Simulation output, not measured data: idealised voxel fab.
Process module in this document: voxel gate over fins
Pictured: cross-section cut, 250 nm wide, on a grid of 5 nm square cells.
Throughout this document, each cross-section is represented as a grid of square cells and is presented as a sequence of bands enumerated from the top downward, where a band comprises one or more rows of cells.
Quick guide to a band line: top height, bottom height (nm) up front; then every material left to right with its width in nm. Only one material and it's marked "throughout"? Then it fills the band edge to edge. And "empty" just means empty space.
Heads up on the height convention: 0 is the point under which the incoming wafer is all one material, and the lowest band has no bottom, it just keeps going down, like "from 0 down".
With a width like "30->40", each row of cells in the band differs from the next by the same amount, the top row carrying the first number and the bottom row the second.
Where the words "nothing different" appear for a step, the cross-section shows no cell changed by that step; every cell remained as before.
In "Enclosed internal cavities" the enclosed voids are listed, meaning empty spaces of 8 cells or larger without any opening to the top. The form is width x height at distance, distance from the left edge, units nm.
It should be noted that, on the line of a given step, the content following the step's settings is a remark produced by the simulator itself with respect to that step.
"overlay nm" denotes, for a step that has a mask, the displacement of the mask to the right of its planned place, with negative values corresponding to the left.

### The planned process steps are enumerated hereunder
| 1 | RECEIVE,material Si |
| 2 | CONFORMAL_DEP,material SiN,thk nm 10 |
| 3 | PATTERN,tone cover,mask id FINS,material resist,width nm 15,pitch nm 35,thk nm 20,overlay nm 0 |
| 4 | DIRECTIONAL_ETCH,etch materials SiN,depth nm 10 |
| 5 | DIRECTIONAL_ETCH,etch materials Si,depth nm 35 |
| 6 | STRIP,etch materials resist |
| 7 | FILL_DEP,material SiO2,thk nm 10 |
| 8 | CMP,height nm 10 |
| 9 | SELECTIVE_ETCH,etch materials SiO2,depth nm 25 |
| 10 | STRIP,etch materials SiN |
| 11 | CONFORMAL_DEP,material HfO2,thk nm 5 |
| 12 | CONFORMAL_DEP,material TiN,thk nm 5 |
| 13 | CONFORMAL_DEP,material TiAl,thk nm 5 |
| 14 | CONFORMAL_DEP,material TiN,thk nm 5 |
| 15 | FILL_DEP,material W,thk nm 10 |
| 16 | CMP,height nm 25 |
| 17 | CONFORMAL_DEP,material SiN,thk nm 5 |

### First out of two wafers; run went to plan

### Cross-section of the wafer upon arrival, representing the state reached after step 1
	from 0 down = Si throughout
	Enclosed internal cavities: none

### So this is the wafer cross-section right after step 2
	from 10 to 0 = SiN throughout
	Under the height 0 nothing was changed.

### So this is the wafer cross-section right after step 3
	from 30 to 10 = empty 100; resist 15; empty 20; resist 15; empty 100
	Under the height 10 nothing was changed.

### So this is the wafer cross-section right after step 4
	from 30 to 10 = empty 100; resist 15; empty 20; resist 15; empty 100
	from 10 to 0 = empty 100; SiN 15; empty 20; SiN 15; empty 100
	Under the height 0 nothing was changed.

### So this is the wafer cross-section right after step 5
	from 30 to 10 = empty 100; resist 15; empty 20; resist 15; empty 100
	from 10 to 0 = empty 100; SiN 15; empty 20; SiN 15; empty 100
	from 0 to -35 = empty 100; Si 15; empty 20; Si 15; empty 100
	Under the height -35 nothing was changed.

### So this is the wafer cross-section right after step 6
	from 10 to 0 = empty 100; SiN 15; empty 20; SiN 15; empty 100
	Under the height 0 nothing was changed.

### So this is the wafer cross-section right after step 7
	from 20 to 10 = SiO2 throughout
	from 10 to 0 = SiO2 100; SiN 15; SiO2 20; SiN 15; SiO2 100
	from 0 to -35 = SiO2 100; Si 15; SiO2 20; Si 15; SiO2 100
	Under the height -35 nothing was changed.

### So this is the wafer cross-section right after step 8
	from 10 to 0 = SiO2 100; SiN 15; SiO2 20; SiN 15; SiO2 100
	Under the height 0 nothing was changed.

### So this is the wafer cross-section right after step 9
	from 10 to 0 = empty 100; SiN 15; empty 20; SiN 15; empty 100
	from 0 to -15 = empty 100; Si 15; empty 20; Si 15; empty 100
	Under the height -15 nothing was changed.

### So this is the wafer cross-section right after step 10
	from 0 to -15 = empty 100; Si 15; empty 20; Si 15; empty 100
	Under the height -15 nothing was changed.

### So this is the wafer cross-section right after step 11
	from 5 to 0 = empty 95; HfO2 25; empty 10; HfO2 25; empty 95
	from 0 to -10 = empty 95; HfO2 5; Si 15; HfO2 5; empty 10; HfO2 5; Si 15; HfO2 5; empty 95
	from -10 to -15 = HfO2 100; Si 15; HfO2 20; Si 15; HfO2 100
	Under the height -15 nothing was changed.

### So this is the wafer cross-section right after step 12
	from 10 to 5 = empty 90; TiN 70; empty 90
	from 5 to 0 = empty 90; TiN 5; HfO2 25; TiN 10; HfO2 25; TiN 5; empty 90
	from 0 to -5 = empty 90; TiN 5; HfO2 5; Si 15; HfO2 5; TiN 10; HfO2 5; Si 15; HfO2 5; TiN 5; empty 90
	from -5 to -10 = TiN 95; HfO2 5; Si 15; HfO2 5; TiN 10; HfO2 5; Si 15; HfO2 5; TiN 95
	Under the height -10 nothing was changed.

### So this is the wafer cross-section right after step 13
	from 15 to 10 = empty 85; TiAl 80; empty 85
	from 10 to 5 = empty 85; TiAl 5; TiN 70; TiAl 5; empty 85
	from 5 to 0 = empty 85; TiAl 5; TiN 5; HfO2 25; TiN 10; HfO2 25; TiN 5; TiAl 5; empty 85
	from 0 to -5 = TiAl 90; TiN 5; HfO2 5; Si 15; HfO2 5; TiN 10; HfO2 5; Si 15; HfO2 5; TiN 5; TiAl 90
	Under the height -5 nothing was changed.

### So this is the wafer cross-section right after step 14
	from 20 to 15 = empty 80; TiN 90; empty 80
	from 15 to 10 = empty 80; TiN 5; TiAl 80; TiN 5; empty 80
	from 10 to 5 = empty 80; TiN 5; TiAl 5; TiN 70; TiAl 5; TiN 5; empty 80
	from 5 to 0 = TiN 85; TiAl 5; TiN 5; HfO2 25; TiN 10; HfO2 25; TiN 5; TiAl 5; TiN 85
	Under the height 0 nothing was changed.

### So this is the wafer cross-section right after step 15
	from 30 to 20 = W throughout
	from 20 to 15 = W 80; TiN 90; W 80
	from 15 to 10 = W 80; TiN 5; TiAl 80; TiN 5; W 80
	from 10 to 5 = W 80; TiN 5; TiAl 5; TiN 70; TiAl 5; TiN 5; W 80
	Under the height 5 nothing was changed.

### So this is the wafer cross-section right after step 16
	from 25 to 20 = W throughout
	Under the height 20 nothing was changed.

### So this is the wafer cross-section right after step 17
	from 30 to 25 = SiN throughout
	Under the height 25 nothing was changed.

### Second wafer, same starting state and plan as the first, one mistake in the run, identical through step 2

### X-section, second wafer, when step 3 was due to finish
	from 30 to 10 = empty 90; resist 15; empty 20; resist 15; empty 110
	Under the height 10 nothing was changed.

### X-section, second wafer, when step 4 was due to finish
	from 30 to 10 = empty 90; resist 15; empty 20; resist 15; empty 110
	from 10 to 0 = empty 90; SiN 15; empty 20; SiN 15; empty 110
	Under the height 0 nothing was changed.

### X-section, second wafer, when step 5 was due to finish
	from 30 to 10 = empty 90; resist 15; empty 20; resist 15; empty 110
	from 10 to 0 = empty 90; SiN 15; empty 20; SiN 15; empty 110
	from 0 to -35 = empty 90; Si 15; empty 20; Si 15; empty 110
	Under the height -35 nothing was changed.

### X-section, second wafer, when step 6 was due to finish
	from 10 to 0 = empty 90; SiN 15; empty 20; SiN 15; empty 110
	Under the height 0 nothing was changed.

### X-section, second wafer, when step 7 was due to finish
	from 20 to 10 = SiO2 throughout
	from 10 to 0 = SiO2 90; SiN 15; SiO2 20; SiN 15; SiO2 110
	from 0 to -35 = SiO2 90; Si 15; SiO2 20; Si 15; SiO2 110
	Under the height -35 nothing was changed.

### X-section, second wafer, when step 8 was due to finish
	from 10 to 0 = SiO2 90; SiN 15; SiO2 20; SiN 15; SiO2 110
	Under the height 0 nothing was changed.

### X-section, second wafer, when step 9 was due to finish
	from 10 to 0 = empty 90; SiN 15; empty 20; SiN 15; empty 110
	from 0 to -15 = empty 90; Si 15; empty 20; Si 15; empty 110
	Under the height -15 nothing was changed.

### X-section, second wafer, when step 10 was due to finish
	from 0 to -15 = empty 90; Si 15; empty 20; Si 15; empty 110
	Under the height -15 nothing was changed.

### X-section, second wafer, when step 11 was due to finish
	from 5 to 0 = empty 85; HfO2 25; empty 10; HfO2 25; empty 105
	from 0 to -10 = empty 85; HfO2 5; Si 15; HfO2 5; empty 10; HfO2 5; Si 15; HfO2 5; empty 105
	from -10 to -15 = HfO2 90; Si 15; HfO2 20; Si 15; HfO2 110
	Under the height -15 nothing was changed.

### X-section, second wafer, when step 12 was due to finish
	from 10 to 5 = empty 80; TiN 70; empty 100
	from 5 to 0 = empty 80; TiN 5; HfO2 25; TiN 10; HfO2 25; TiN 5; empty 100
	from 0 to -5 = empty 80; TiN 5; HfO2 5; Si 15; HfO2 5; TiN 10; HfO2 5; Si 15; HfO2 5; TiN 5; empty 100
	from -5 to -10 = TiN 85; HfO2 5; Si 15; HfO2 5; TiN 10; HfO2 5; Si 15; HfO2 5; TiN 105
	Under the height -10 nothing was changed.

### X-section, second wafer, when step 13 was due to finish
	from 15 to 10 = empty 75; TiAl 80; empty 95
	from 10 to 5 = empty 75; TiAl 5; TiN 70; TiAl 5; empty 95
	from 5 to 0 = empty 75; TiAl 5; TiN 5; HfO2 25; TiN 10; HfO2 25; TiN 5; TiAl 5; empty 95
	from 0 to -5 = TiAl 80; TiN 5; HfO2 5; Si 15; HfO2 5; TiN 10; HfO2 5; Si 15; HfO2 5; TiN 5; TiAl 100
	Under the height -5 nothing was changed.

### X-section, second wafer, when step 14 was due to finish
	from 20 to 15 = empty 70; TiN 90; empty 90
	from 15 to 10 = empty 70; TiN 5; TiAl 80; TiN 5; empty 90
	from 10 to 5 = empty 70; TiN 5; TiAl 5; TiN 70; TiAl 5; TiN 5; empty 90
	from 5 to 0 = TiN 75; TiAl 5; TiN 5; HfO2 25; TiN 10; HfO2 25; TiN 5; TiAl 5; TiN 95
	Under the height 0 nothing was changed.

### X-section, second wafer, when step 15 was due to finish
	from 30 to 20 = W throughout
	from 20 to 15 = W 70; TiN 90; W 90
	from 15 to 10 = W 70; TiN 5; TiAl 80; TiN 5; W 90
	from 10 to 5 = W 70; TiN 5; TiAl 5; TiN 70; TiAl 5; TiN 5; W 90
	Under the height 5 nothing was changed.

### X-section, second wafer, when step 16 was due to finish
	from 25 to 20 = W throughout
	Under the height 20 nothing was changed.

### X-section, second wafer, when step 17 was due to finish
	from 30 to 25 = SiN throughout
	Under the height 25 nothing was changed.
Which mistake was made when the wafer was run? note that step 3 departed from the planned setting and was carried out as PATTERN,tone cover,mask id FINS,material resist,width nm 15,pitch nm 35,thk nm 20,overlay nm -10
At the close, every material occupies the same number of cells on the second wafer as on the first, only in different positions.
